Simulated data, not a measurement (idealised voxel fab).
Process module heading - voxel trench capacitor
Cross-section cut spans 245 nm and uses square cells 5 nm in size.
The cross-sections in this document take the form of a grid made of square cells. They are written out as bands, in order from top to bottom. Each band consists of one or more rows of cells. It is stipulated that each band's entry specify, in nanometres, the height of the top of the band and then that of its bottom, followed by the materials of the band in left-to-right sequence, each together with its width in nanometres. A single material marked by the word "edge to edge" is understood to fill the band from edge to edge; the word "blank" is understood to denote empty space. Basically, 0 is our baseline, since under it the wafer straight out of the box is all one material. The bottom band has no lower end and keeps on going down, so it looks like "0 and below". A width such as "30 to 40" changes by the same amount from each row of cells to the next, from the band's top row to its bottom row. It should be understood that the words "no alterations made", when stated for a given step, signify that the cross-section underwent no change in any of its cells during that step. Entry "Listed closed voids" = empty spaces >= 8 cells with no open way to the top; each as width x height at distance, distance from left edge, all nm. Note: text after step settings on the step line = simulator remark on that step. For masked steps, "overlay nm" on the step line gives how far right of plan the mask actually lay; a minus sign means it lay to the left.

### So here's the lineup of process steps we planned
1 RECEIVE (material Si)
2 CONFORMAL_DEP (material SiN; thk nm 10)
3 PATTERN (tone open; mask id TRENCH; material resist; width nm 25; pitch nm 55; thk nm 20; overlay nm 0)
4 DIRECTIONAL_ETCH (etch materials SiN; depth nm 10)
5 DIRECTIONAL_ETCH (etch materials Si; depth nm 25)
6 STRIP (etch materials resist)
7 CONFORMAL_DEP (material Al2O3; thk nm 5)
8 CONFORMAL_DEP (material TiN; thk nm 5)
9 FILL_DEP (material W; thk nm 10)
10 CMP (height nm 10)

### Cross-sectional view of the wafer in its as-received condition, corresponding to the state after step 1
- 0 and below  Si edge to edge
- Listed closed voids: none

### Same starting wafer, same plan as above, one mistake in the execution; this is the cross-section at the end of the module
- 30 down to 20  W edge to edge
- 20 down to 15  65 of TiN, then 5 of W, then 50 of TiN, then 5 of W, then 50 of TiN, then 5 of W, then 65 of TiN
- 15 down to 10  60 of Al2O3, then 5 of TiN, then 5 of W, then 5 of TiN, then 40 of Al2O3, then 5 of TiN, then 5 of W, then 5 of TiN, then 40 of Al2O3, then 5 of TiN, then 5 of W, then 5 of TiN, then 60 of Al2O3
- 10 down to 0  55 of SiN, then 5 of Al2O3, then 5 of TiN, then 5 of W, then 5 of TiN, then 5 of Al2O3, then 30 of SiN, then 5 of Al2O3, then 5 of TiN, then 5 of W, then 5 of TiN, then 5 of Al2O3, then 30 of SiN, then 5 of Al2O3, then 5 of TiN, then 5 of W, then 5 of TiN, then 5 of Al2O3, then 55 of SiN
- 0 down to -15  55 of Si, then 5 of Al2O3, then 5 of TiN, then 5 of W, then 5 of TiN, then 5 of Al2O3, then 30 of Si, then 5 of Al2O3, then 5 of TiN, then 5 of W, then 5 of TiN, then 5 of Al2O3, then 30 of Si, then 5 of Al2O3, then 5 of TiN, then 5 of W, then 5 of TiN, then 5 of Al2O3, then 55 of Si
- -15 down to -20  55 of Si, then 5 of Al2O3, then 15 of TiN, then 5 of Al2O3, then 30 of Si, then 5 of Al2O3, then 15 of TiN, then 5 of Al2O3, then 30 of Si, then 5 of Al2O3, then 15 of TiN, then 5 of Al2O3, then 55 of Si
- -20 down to -25  55 of Si, then 25 of Al2O3, then 30 of Si, then 25 of Al2O3, then 30 of Si, then 25 of Al2O3, then 55 of Si
- -25 and below  Si edge to edge
- Listed closed voids: none
Processing error: plan step 10 skipped
